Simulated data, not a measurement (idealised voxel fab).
voxel self aligned vias: a process module
Section cut is 140 nm wide and gridded with 5 nm square cells.
Throughout this document, each cross-section is represented as a grid of square cells and is presented as a sequence of bands enumerated from the top downward, where a band comprises one or more rows of cells.
Basically the band line says how high the top is and how high the bottom is, in nm, and then what's in it from left to right, every material with its width in nm. Empty space shows up as "air", and if a single material carries "everywhere" it runs the full band edge to edge.
Height 0 is the level under which the wafer as received is all one material. The lowest band goes on downwards, as in "0 and below".
Graded width ("30->40"): value in top row of band = first number; value in bottom row = second number; row-to-row change constant.
A step reported as "no change" is a step in which no cell of the cross-section changed.
Any empty space of 8 cells or more lacking an open way to the top shows up in "Enclosed cavity list" as width x height at distance, distance from the left edge, in nm.
Post-settings text on a step line: simulator's own remark regarding the step.
overlay nm: where the mask lay relative to plan, measured to the right, on steps with a mask; negatives go left.
Here's what the planned process steps look like
1: RECEIVE: material Si
2: CONFORMAL_DEP: material SiO2, thk nm 10
3: CONFORMAL_DEP: material SiCN, thk nm 5
4: DIRECTIONAL_DEP: material lowk, thk nm 30
5: PATTERN: tone open, mask id LINES, material resist, width nm 30, pitch nm 55, thk nm 20, overlay nm 0
6: DIRECTIONAL_ETCH: etch materials lowk, depth nm 30
7: STRIP: etch materials resist
8: CONFORMAL_DEP: material TiN, thk nm 5
9: FILL_DEP: material W, thk nm 10
10: CMP: height nm 45
11: SELECTIVE_ETCH: etch materials W Ru TiN, depth nm 5
12: FILL_DEP: material SiN, thk nm 5
13: CMP: height nm 45
14: DIRECTIONAL_DEP: material lowk, thk nm 20
15: DIRECTIONAL_DEP: material aC, thk nm 15
16: PATTERN: tone open, mask id VIAS, material resist, width nm 40, thk nm 30, overlay nm 0
17: DIRECTIONAL_ETCH: etch materials aC, depth nm 15
18: STRIP: etch materials resist
19: DIRECTIONAL_ETCH: etch materials lowk, depth nm 20
20: DIRECTIONAL_ETCH: etch materials SiN, depth nm 5
21: STRIP: etch materials aC
22: CONFORMAL_DEP: material TiN, thk nm 5
23: FILL_DEP: material W, thk nm 5
24: CMP: height nm 65
25: CONFORMAL_DEP: material SiN, thk nm 5
Cross-section of the incoming wafer, state after step 1
- 0 and below | Si everywhere
- Enclosed cavity list: none
Cross-sectional view of the first of the two wafers upon completion of the module, processed in accordance with the plan
- 70 down to 65 | SiN everywhere
- 65 down to 50 | 20 of lowk; 5 of TiN; 30 of W; 5 of TiN; 80 of lowk
- 50 down to 45 | 20 of lowk; 10 of TiN; 20 of W; 10 of TiN; 80 of lowk
- 45 down to 40 | 25 of lowk; 30 of TiN; 25 of lowk; 30 of SiN; 30 of lowk
- 40 down to 20 | 25 of lowk; 5 of TiN; 20 of W; 5 of TiN; 25 of lowk; 5 of TiN; 20 of W; 5 of TiN; 30 of lowk
- 20 down to 15 | 25 of lowk; 30 of TiN; 25 of lowk; 30 of TiN; 30 of lowk
- 15 down to 10 | SiCN everywhere
- 10 down to 0 | SiO2 everywhere
- 0 and below | Si everywhere
- Enclosed cavity list: none
Second wafer at the end: like start, like plan, one mistake
- 70 down to 65 | SiN everywhere
- 65 down to 50 | 20 of lowk; 5 of TiN; 30 of W; 5 of TiN; 80 of lowk
- 50 down to 45 | 20 of lowk; 40 of TiN; 80 of lowk
- 45 down to 40 | SiCN everywhere
- 40 down to 10 | lowk everywhere
- 10 down to 0 | SiO2 everywhere
- 0 and below | Si everywhere
- Enclosed cavity list: none
In executing the process, a mistake was made relative to the plan: the intended sequence of steps 3 and 4 was reversed during processing, with each occupying the position of the other
Final wafer comparison in cells, second versus first, more or fewer per material: SiN: 6 fewer, TiN: 30 fewer, W: 36 fewer, lowk: 72 more
